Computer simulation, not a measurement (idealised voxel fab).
Process module, titled voxel wiring stack
Square cell edge 5 nm, section width 175 nm, ID cut.
Just so we're on the same page, the cross-sections are grids of square cells, and they're listed out in bands top to bottom, each band one or more rows deep. Band: top height; bottom height; in nm. Then, left to right: material with width in nm, for each material. "throughout": a single material spanning edge to edge. "air": empty space. Height is counted from the level 0, under which the received wafer is composed throughout of one material. The lowest of the bands is not closed at the bottom but continues downward, in the notation "top 0, no bottom". The width entry "30 to 40" should be interpreted row by row: the top row of cells in the band takes the first number, the bottom row takes the second number, and the change between adjacent rows is uniform throughout. Step note "no modification" = no cross-section cell changed. This entry, "Sealed cavities", enumerates those empty regions of no fewer than 8 cells that possess no open connection to the top. Each region is reported in the form width x height at distance, the distance being taken from the left edge, with all three quantities expressed in nm. On a step's line, text after the settings is the simulator commenting on that step. Among the settings permitted on a step's line is "overlay nm"; applied to a step with a mask, it specifies the extent to which the mask lay to the right of its planned position, whereas a negative figure signifies a position to the left.
The process steps that were planned are listed below
1) op RECEIVE | material Si
2) op CONFORMAL_DEP | material SiO2 | thk nm 15
3) op DIRECTIONAL_DEP | material TiN | thk nm 5
4) op DIRECTIONAL_DEP | material Ru | thk nm 20
5) op PATTERN | tone cover | mask id METAL_1 | material resist | width nm 25 | pitch nm 50 | thk nm 20 | overlay nm 0
6) op DIRECTIONAL_ETCH | etch materials Ru | depth nm 20
7) op DIRECTIONAL_ETCH | etch materials TiN | depth nm 5
8) op STRIP | etch materials resist
9) op CONFORMAL_DEP | material SiN | thk nm 5
10) op FILL_DEP | material lowk | thk nm 10
11) op CMP | height nm 40
12) op CONFORMAL_DEP | material SiCN | thk nm 5
13) op DIRECTIONAL_DEP | material lowk | thk nm 30
14) op PATTERN | tone open | mask id METAL_2 | material resist | width nm 25 | pitch nm 50 | thk nm 15 | overlay nm 0
15) op DIRECTIONAL_ETCH | etch materials lowk | depth nm 15
16) op STRIP | etch materials resist
17) op DIRECTIONAL_DEP | material aC | thk nm 15
18) op PATTERN | tone open | mask id METAL_2_HOLES | material resist | width nm 15 | pitch nm 50 | thk nm 35 | overlay nm 0
19) op DIRECTIONAL_ETCH | etch materials aC | depth nm 15
20) op STRIP | etch materials resist
21) op DIRECTIONAL_ETCH | etch materials lowk | depth nm 15
22) op DIRECTIONAL_ETCH | etch materials SiCN | depth nm 5
23) op STRIP | etch materials aC
24) op CONFORMAL_DEP | material TiN | thk nm 5
25) op FILL_DEP | material Cu | thk nm 5
26) op CMP | height nm 75
27) op CONFORMAL_DEP | material SiCN | thk nm 5
Below: the first of two wafers, run as planned
Cross-section of the incoming wafer, state after step 1
  top 0, no bottom = Si throughout
  Sealed cavities: none
The wafer in cross-section once step 2 is complete
  top 15, bottom 0 = SiO2 throughout
  Everything below 0 is unchanged.
The wafer in cross-section once step 3 is complete
  top 20, bottom 15 = TiN throughout
  Everything below 15 is unchanged.
The wafer in cross-section once step 4 is complete
  top 40, bottom 20 = Ru throughout
  Everything below 20 is unchanged.
The wafer in cross-section once step 5 is complete
  top 60, bottom 40 = air 25 nm, resist 25 nm, air 25 nm, resist 25 nm, air 25 nm, resist 25 nm, air 25 nm
  Everything below 40 is unchanged.
The wafer in cross-section once step 6 is complete
  top 60, bottom 40 = air 25 nm, resist 25 nm, air 25 nm, resist 25 nm, air 25 nm, resist 25 nm, air 25 nm
  top 40, bottom 20 = air 25 nm, Ru 25 nm, air 25 nm, Ru 25 nm, air 25 nm, Ru 25 nm, air 25 nm
  Everything below 20 is unchanged.
The wafer in cross-section once step 7 is complete
  top 60, bottom 40 = air 25 nm, resist 25 nm, air 25 nm, resist 25 nm, air 25 nm, resist 25 nm, air 25 nm
  top 40, bottom 20 = air 25 nm, Ru 25 nm, air 25 nm, Ru 25 nm, air 25 nm, Ru 25 nm, air 25 nm
  top 20, bottom 15 = air 25 nm, TiN 25 nm, air 25 nm, TiN 25 nm, air 25 nm, TiN 25 nm, air 25 nm
  Everything below 15 is unchanged.
The wafer in cross-section once step 8 is complete
  top 40, bottom 20 = air 25 nm, Ru 25 nm, air 25 nm, Ru 25 nm, air 25 nm, Ru 25 nm, air 25 nm
  Everything below 20 is unchanged.
The wafer in cross-section once step 9 is complete
  top 45, bottom 40 = air 20 nm, SiN 35 nm, air 15 nm, SiN 35 nm, air 15 nm, SiN 35 nm, air 20 nm
  top 40, bottom 20 = air 20 nm, SiN 5 nm, Ru 25 nm, SiN 5 nm, air 15 nm, SiN 5 nm, Ru 25 nm, SiN 5 nm, air 15 nm, SiN 5 nm, Ru 25 nm, SiN 5 nm, air 20 nm
  top 20, bottom 15 = SiN 25 nm, TiN 25 nm, SiN 25 nm, TiN 25 nm, SiN 25 nm, TiN 25 nm, SiN 25 nm
  Everything below 15 is unchanged.
The wafer in cross-section once step 10 is complete
  top 55, bottom 45 = lowk throughout
  top 45, bottom 40 = lowk 20 nm, SiN 35 nm, lowk 15 nm, SiN 35 nm, lowk 15 nm, SiN 35 nm, lowk 20 nm
  top 40, bottom 20 = lowk 20 nm, SiN 5 nm, Ru 25 nm, SiN 5 nm, lowk 15 nm, SiN 5 nm, Ru 25 nm, SiN 5 nm, lowk 15 nm, SiN 5 nm, Ru 25 nm, SiN 5 nm, lowk 20 nm
  Everything below 20 is unchanged.
The wafer in cross-section once step 11 is complete
  top 40, bottom 20 = lowk 20 nm, SiN 5 nm, Ru 25 nm, SiN 5 nm, lowk 15 nm, SiN 5 nm, Ru 25 nm, SiN 5 nm, lowk 15 nm, SiN 5 nm, Ru 25 nm, SiN 5 nm, lowk 20 nm
  Everything below 20 is unchanged.
The wafer in cross-section once step 12 is complete
  top 45, bottom 40 = SiCN throughout
  Everything below 40 is unchanged.
The wafer in cross-section once step 13 is complete
  top 75, bottom 45 = lowk throughout
  Everything below 45 is unchanged.
The wafer in cross-section once step 14 is complete
  top 90, bottom 75 = resist 25 nm, air 25 nm, resist 25 nm, air 25 nm, resist 25 nm, air 25 nm, resist 25 nm
  Everything below 75 is unchanged.
The wafer in cross-section once step 15 is complete
  top 90, bottom 75 = resist 25 nm, air 25 nm, resist 25 nm, air 25 nm, resist 25 nm, air 25 nm, resist 25 nm
  top 75, bottom 60 = lowk 25 nm, air 25 nm, lowk 25 nm, air 25 nm, lowk 25 nm, air 25 nm, lowk 25 nm
  Everything below 60 is unchanged.
The wafer in cross-section once step 16 is complete
  top 75, bottom 60 = lowk 25 nm, air 25 nm, lowk 25 nm, air 25 nm, lowk 25 nm, air 25 nm, lowk 25 nm
  Everything below 60 is unchanged.
The wafer in cross-section once step 17 is complete
  top 90, bottom 75 = aC 25 nm, air 25 nm, aC 25 nm, air 25 nm, aC 25 nm, air 25 nm, aC 25 nm
  top 75, bottom 60 = lowk 25 nm, aC 25 nm, lowk 25 nm, aC 25 nm, lowk 25 nm, aC 25 nm, lowk 25 nm
  Everything below 60 is unchanged.
The wafer in cross-section once step 18 is complete
  top 125, bottom 90 = resist 25 nm, air 15 nm, resist 35 nm, air 15 nm, resist 35 nm, air 15 nm, resist 35 nm
  top 90, bottom 75 = aC 25 nm, air 15 nm, resist 10 nm, aC 25 nm, air 15 nm, resist 10 nm, aC 25 nm, air 15 nm, resist 10 nm, aC 25 nm
  Everything below 75 is unchanged.
The wafer in cross-section once step 19 is complete
  top 110, bottom 90 = resist 25 nm, air 15 nm, resist 35 nm, air 15 nm, resist 35 nm, air 15 nm, resist 35 nm
  top 90, bottom 75 = aC 25 nm, air 15 nm, resist 10 nm, aC 25 nm, air 15 nm, resist 10 nm, aC 25 nm, air 15 nm, resist 10 nm, aC 25 nm
  top 75, bottom 60 = lowk 25 nm, air 15 nm, aC 10 nm, lowk 25 nm, air 15 nm, aC 10 nm, lowk 25 nm, air 15 nm, aC 10 nm, lowk 25 nm
  Everything below 60 is unchanged.
The wafer in cross-section once step 20 is complete
  top 90, bottom 75 = aC 25 nm, air 25 nm, aC 25 nm, air 25 nm, aC 25 nm, air 25 nm, aC 25 nm
  Everything below 75 is unchanged.
The wafer in cross-section once step 21 is complete
  top 90, bottom 75 = aC 25 nm, air 25 nm, aC 25 nm, air 25 nm, aC 25 nm, air 25 nm, aC 25 nm
  top 75, bottom 60 = lowk 25 nm, air 15 nm, aC 10 nm, lowk 25 nm, air 15 nm, aC 10 nm, lowk 25 nm, air 15 nm, aC 10 nm, lowk 25 nm
  top 60, bottom 45 = lowk 25 nm, air 15 nm, lowk 35 nm, air 15 nm, lowk 35 nm, air 15 nm, lowk 35 nm
  Everything below 45 is unchanged.
The wafer in cross-section once step 22 is complete
  top 90, bottom 75 = aC 25 nm, air 25 nm, aC 25 nm, air 25 nm, aC 25 nm, air 25 nm, aC 25 nm
  top 75, bottom 60 = lowk 25 nm, air 15 nm, aC 10 nm, lowk 25 nm, air 15 nm, aC 10 nm, lowk 25 nm, air 15 nm, aC 10 nm, lowk 25 nm
  top 60, bottom 45 = lowk 25 nm, air 15 nm, lowk 35 nm, air 15 nm, lowk 35 nm, air 15 nm, lowk 35 nm
  top 45, bottom 40 = SiCN 25 nm, air 15 nm, SiCN 35 nm, air 15 nm, SiCN 35 nm, air 15 nm, SiCN 35 nm
  Everything below 40 is unchanged.
The wafer in cross-section once step 23 is complete
  top 75, bottom 60 = lowk 25 nm, air 25 nm, lowk 25 nm, air 25 nm, lowk 25 nm, air 25 nm, lowk 25 nm
  Everything below 60 is unchanged.
The wafer in cross-section once step 24 is complete
  top 80, bottom 75 = TiN 30 nm, air 15 nm, TiN 35 nm, air 15 nm, TiN 35 nm, air 15 nm, TiN 30 nm
  top 75, bottom 65 = lowk 25 nm, TiN 5 nm, air 15 nm, TiN 5 nm, lowk 25 nm, TiN 5 nm, air 15 nm, TiN 5 nm, lowk 25 nm, TiN 5 nm, air 15 nm, TiN 5 nm, lowk 25 nm
  top 65, bottom 60 = lowk 25 nm, TiN 5 nm, air 5 nm, TiN 15 nm, lowk 25 nm, TiN 5 nm, air 5 nm, TiN 15 nm, lowk 25 nm, TiN 5 nm, air 5 nm, TiN 15 nm, lowk 25 nm
  top 60, bottom 45 = lowk 25 nm, TiN 5 nm, air 5 nm, TiN 5 nm, lowk 35 nm, TiN 5 nm, air 5 nm, TiN 5 nm, lowk 35 nm, TiN 5 nm, air 5 nm, TiN 5 nm, lowk 35 nm
  top 45, bottom 40 = SiCN 25 nm, TiN 15 nm, SiCN 35 nm, TiN 15 nm, SiCN 35 nm, TiN 15 nm, SiCN 35 nm
  Everything below 40 is unchanged.
The wafer in cross-section once step 25 is complete
  top 85, bottom 80 = Cu throughout
  top 80, bottom 75 = TiN 30 nm, Cu 15 nm, TiN 35 nm, Cu 15 nm, TiN 35 nm, Cu 15 nm, TiN 30 nm
  top 75, bottom 65 = lowk 25 nm, TiN 5 nm, Cu 15 nm, TiN 5 nm, lowk 25 nm, TiN 5 nm, Cu 15 nm, TiN 5 nm, lowk 25 nm, TiN 5 nm, Cu 15 nm, TiN 5 nm, lowk 25 nm
  top 65, bottom 60 = lowk 25 nm, TiN 5 nm, Cu 5 nm, TiN 15 nm, lowk 25 nm, TiN 5 nm, Cu 5 nm, TiN 15 nm, lowk 25 nm, TiN 5 nm, Cu 5 nm, TiN 15 nm, lowk 25 nm
  top 60, bottom 45 = lowk 25 nm, TiN 5 nm, Cu 5 nm, TiN 5 nm, lowk 35 nm, TiN 5 nm, Cu 5 nm, TiN 5 nm, lowk 35 nm, TiN 5 nm, Cu 5 nm, TiN 5 nm, lowk 35 nm
  Everything below 45 is unchanged.
The wafer in cross-section once step 26 is complete
  top 75, bottom 65 = lowk 25 nm, TiN 5 nm, Cu 15 nm, TiN 5 nm, lowk 25 nm, TiN 5 nm, Cu 15 nm, TiN 5 nm, lowk 25 nm, TiN 5 nm, Cu 15 nm, TiN 5 nm, lowk 25 nm
  Everything below 65 is unchanged.
The wafer in cross-section once step 27 is complete
  top 80, bottom 75 = SiCN throughout
  Everything below 75 is unchanged.
Here the second wafer is described. Its start and its plan were those of the first wafer. Its run contained one mistake. Up to and including step 12, it did exactly what the first wafer did
Second wafer shown in cross-section at the time step 13 was slated to end
  top 105, bottom 45 = lowk throughout
  Everything below 45 is unchanged.
Second wafer shown in cross-section at the time step 14 was slated to end
  top 120, bottom 105 = resist 25 nm, air 25 nm, resist 25 nm, air 25 nm, resist 25 nm, air 25 nm, resist 25 nm
  Everything below 105 is unchanged.
Second wafer shown in cross-section at the time step 15 was slated to end
  top 120, bottom 105 = resist 25 nm, air 25 nm, resist 25 nm, air 25 nm, resist 25 nm, air 25 nm, resist 25 nm
  top 105, bottom 90 = lowk 25 nm, air 25 nm, lowk 25 nm, air 25 nm, lowk 25 nm, air 25 nm, lowk 25 nm
  Everything below 90 is unchanged.
Second wafer shown in cross-section at the time step 16 was slated to end
  top 105, bottom 90 = lowk 25 nm, air 25 nm, lowk 25 nm, air 25 nm, lowk 25 nm, air 25 nm, lowk 25 nm
  Everything below 90 is unchanged.
Second wafer shown in cross-section at the time step 17 was slated to end
  top 120, bottom 105 = aC 25 nm, air 25 nm, aC 25 nm, air 25 nm, aC 25 nm, air 25 nm, aC 25 nm
  top 105, bottom 90 = lowk 25 nm, aC 25 nm, lowk 25 nm, aC 25 nm, lowk 25 nm, aC 25 nm, lowk 25 nm
  Everything below 90 is unchanged.
Second wafer shown in cross-section at the time step 18 was slated to end
  top 155, bottom 120 = resist 25 nm, air 15 nm, resist 35 nm, air 15 nm, resist 35 nm, air 15 nm, resist 35 nm
  top 120, bottom 105 = aC 25 nm, air 15 nm, resist 10 nm, aC 25 nm, air 15 nm, resist 10 nm, aC 25 nm, air 15 nm, resist 10 nm, aC 25 nm
  Everything below 105 is unchanged.
Second wafer shown in cross-section at the time step 19 was slated to end
  top 140, bottom 120 = resist 25 nm, air 15 nm, resist 35 nm, air 15 nm, resist 35 nm, air 15 nm, resist 35 nm
  top 120, bottom 105 = aC 25 nm, air 15 nm, resist 10 nm, aC 25 nm, air 15 nm, resist 10 nm, aC 25 nm, air 15 nm, resist 10 nm, aC 25 nm
  top 105, bottom 90 = lowk 25 nm, air 15 nm, aC 10 nm, lowk 25 nm, air 15 nm, aC 10 nm, lowk 25 nm, air 15 nm, aC 10 nm, lowk 25 nm
  Everything below 90 is unchanged.
Second wafer shown in cross-section at the time step 20 was slated to end
  top 120, bottom 105 = aC 25 nm, air 25 nm, aC 25 nm, air 25 nm, aC 25 nm, air 25 nm, aC 25 nm
  Everything below 105 is unchanged.
Second wafer shown in cross-section at the time step 21 was slated to end
  top 120, bottom 105 = aC 25 nm, air 25 nm, aC 25 nm, air 25 nm, aC 25 nm, air 25 nm, aC 25 nm
  top 105, bottom 90 = lowk 25 nm, air 15 nm, aC 10 nm, lowk 25 nm, air 15 nm, aC 10 nm, lowk 25 nm, air 15 nm, aC 10 nm, lowk 25 nm
  top 90, bottom 75 = lowk 25 nm, air 15 nm, lowk 35 nm, air 15 nm, lowk 35 nm, air 15 nm, lowk 35 nm
  Everything below 75 is unchanged.
Second wafer shown in cross-section at the time step 22 was slated to end: no modification
Second wafer shown in cross-section at the time step 23 was slated to end
  top 105, bottom 90 = lowk 25 nm, air 25 nm, lowk 25 nm, air 25 nm, lowk 25 nm, air 25 nm, lowk 25 nm
  Everything below 90 is unchanged.
Second wafer shown in cross-section at the time step 24 was slated to end
  top 110, bottom 105 = TiN 30 nm, air 15 nm, TiN 35 nm, air 15 nm, TiN 35 nm, air 15 nm, TiN 30 nm
  top 105, bottom 95 = lowk 25 nm, TiN 5 nm, air 15 nm, TiN 5 nm, lowk 25 nm, TiN 5 nm, air 15 nm, TiN 5 nm, lowk 25 nm, TiN 5 nm, air 15 nm, TiN 5 nm, lowk 25 nm
  top 95, bottom 90 = lowk 25 nm, TiN 5 nm, air 5 nm, TiN 15 nm, lowk 25 nm, TiN 5 nm, air 5 nm, TiN 15 nm, lowk 25 nm, TiN 5 nm, air 5 nm, TiN 15 nm, lowk 25 nm
  top 90, bottom 80 = lowk 25 nm, TiN 5 nm, air 5 nm, TiN 5 nm, lowk 35 nm, TiN 5 nm, air 5 nm, TiN 5 nm, lowk 35 nm, TiN 5 nm, air 5 nm, TiN 5 nm, lowk 35 nm
  top 80, bottom 75 = lowk 25 nm, TiN 15 nm, lowk 35 nm, TiN 15 nm, lowk 35 nm, TiN 15 nm, lowk 35 nm
  Everything below 75 is unchanged.
Second wafer shown in cross-section at the time step 25 was slated to end
  top 115, bottom 110 = Cu throughout
  top 110, bottom 105 = TiN 30 nm, Cu 15 nm, TiN 35 nm, Cu 15 nm, TiN 35 nm, Cu 15 nm, TiN 30 nm
  top 105, bottom 95 = lowk 25 nm, TiN 5 nm, Cu 15 nm, TiN 5 nm, lowk 25 nm, TiN 5 nm, Cu 15 nm, TiN 5 nm, lowk 25 nm, TiN 5 nm, Cu 15 nm, TiN 5 nm, lowk 25 nm
  top 95, bottom 90 = lowk 25 nm, TiN 5 nm, Cu 5 nm, TiN 15 nm, lowk 25 nm, TiN 5 nm, Cu 5 nm, TiN 15 nm, lowk 25 nm, TiN 5 nm, Cu 5 nm, TiN 15 nm, lowk 25 nm
  top 90, bottom 80 = lowk 25 nm, TiN 5 nm, Cu 5 nm, TiN 5 nm, lowk 35 nm, TiN 5 nm, Cu 5 nm, TiN 5 nm, lowk 35 nm, TiN 5 nm, Cu 5 nm, TiN 5 nm, lowk 35 nm
  Everything below 80 is unchanged.
Second wafer shown in cross-section at the time step 26 was slated to end
  top 75, bottom 45 = lowk throughout
  Everything below 45 is unchanged.
Second wafer shown in cross-section at the time step 27 was slated to end
  top 80, bottom 75 = SiCN throughout
  Everything below 75 is unchanged.
What broke from the plan during processing? step 13 was run twice
Wafer comparison, final, in cells, second relative to first, materials more or fewer: Cu -30, SiCN +9, TiN -51, lowk +72
